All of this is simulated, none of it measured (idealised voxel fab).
Title: Process Module voxel gate over fins
Pictured: cross-section cut, 195 nm wide, on a grid of 5 nm square cells.
Heads up, the way a cross-section reads in here is a grid of square cells, handed over as bands from the top down, with every band being one or more rows of cells.
What a band's entry tells you: where the top is and where the bottom is, as heights in nm, and after that what lies inside, material by material from left to right, each with its width in nm. Empty space is written as the word "air", and a single material marked with the word "all across" occupies the band from edge to edge.
We count height from 0. Below that, the starting wafer is all one material. The lowest band never ends at the bottom but goes on down; see "z 0 and below" for how that is written.
Read "30->40" as a graded width: first number on top, second number at the bottom, same change between each pair of neighbouring rows.
Take "nothing different" at face value: in the step it is given for, the cross-section changed in none of its cells.
If an empty space has no open way to the top and is at least 8 cells in size, "Sealed-off cavities" lists it, written width x height at distance, where distance is measured from the left edge and every value is in nm.
On a step's line, text after the settings is the simulator commenting on that step.
overlay nm: for a step with a mask, the amount by which the mask lay right of where it was planned; a negative amount means left of it.
The steps planned for the process are as follows
1 RECEIVE,material Si
2 CONFORMAL_DEP,material SiN,thk nm 10
3 PATTERN,tone cover,mask id FINS,material resist,width nm 15,pitch nm 40,thk nm 15,overlay nm 0
4 DIRECTIONAL_ETCH,etch materials SiN,depth nm 10
5 DIRECTIONAL_ETCH,etch materials Si,depth nm 30
6 STRIP,etch materials resist
7 OXIDIZE,depth nm 5
8 FILL_DEP,material SiO2,thk nm 5
9 CMP,height nm 10
10 SELECTIVE_ETCH,etch materials SiO2,depth nm 25
11 STRIP,etch materials SiN
12 CONFORMAL_DEP,material HfO2,thk nm 5
13 CONFORMAL_DEP,material TiN,thk nm 5
14 CONFORMAL_DEP,material TiAl,thk nm 5
15 CONFORMAL_DEP,material TiN,thk nm 5
16 FILL_DEP,material W,thk nm 15
17 CMP,height nm 30
18 CONFORMAL_DEP,material SiCN,thk nm 5
As received (post step 1): cross-section
  z 0 and below  Si all across
  Sealed-off cavities: none
Cross-section at module end, one run error; start and plan unchanged from above
  z 35 to 30  SiCN all across
  z 30 to 20  W all across
  z 20 to 15  50 W; 85 TiN; 60 W
  z 15 to 10  50 W; 5 TiN; 35 TiAl; 5 TiN; 35 TiAl; 5 TiN; 60 W
  z 10 to 5  50 W; 5 TiN; 5 TiAl; 25 TiN; 5 TiAl; 5 TiN; 5 TiAl; 25 TiN; 5 TiAl; 5 TiN; 60 W
  z 5 to 0  55 TiN; 5 TiAl; 5 TiN; 15 HfO2; 5 TiN; 5 TiAl; 5 TiN; 5 TiAl; 5 TiN; 15 HfO2; 5 TiN; 5 TiAl; 65 TiN
  z 0 to -5  60 TiAl; 5 TiN; 5 HfO2; 5 Si; 5 HfO2; 5 TiN; 15 TiAl; 5 TiN; 5 HfO2; 5 Si; 5 HfO2; 5 TiN; 70 TiAl
  z -5 to -10  65 TiN; 5 HfO2; 5 Si; 5 HfO2; 25 TiN; 5 HfO2; 5 Si; 5 HfO2; 75 TiN
  z -10 to -15  70 HfO2; 5 Si; 35 HfO2; 5 Si; 80 HfO2
  z -15 to -35  70 SiO2; 5 Si; 35 SiO2; 5 Si; 80 SiO2
  z -35 and below  Si all across
  Sealed-off cavities: none
So what did we get wrong on this run? step 3 off recipe, ran as PATTERN,tone cover,mask id FINS,material resist,width nm 15,pitch nm 40,thk nm 15,overlay nm -5
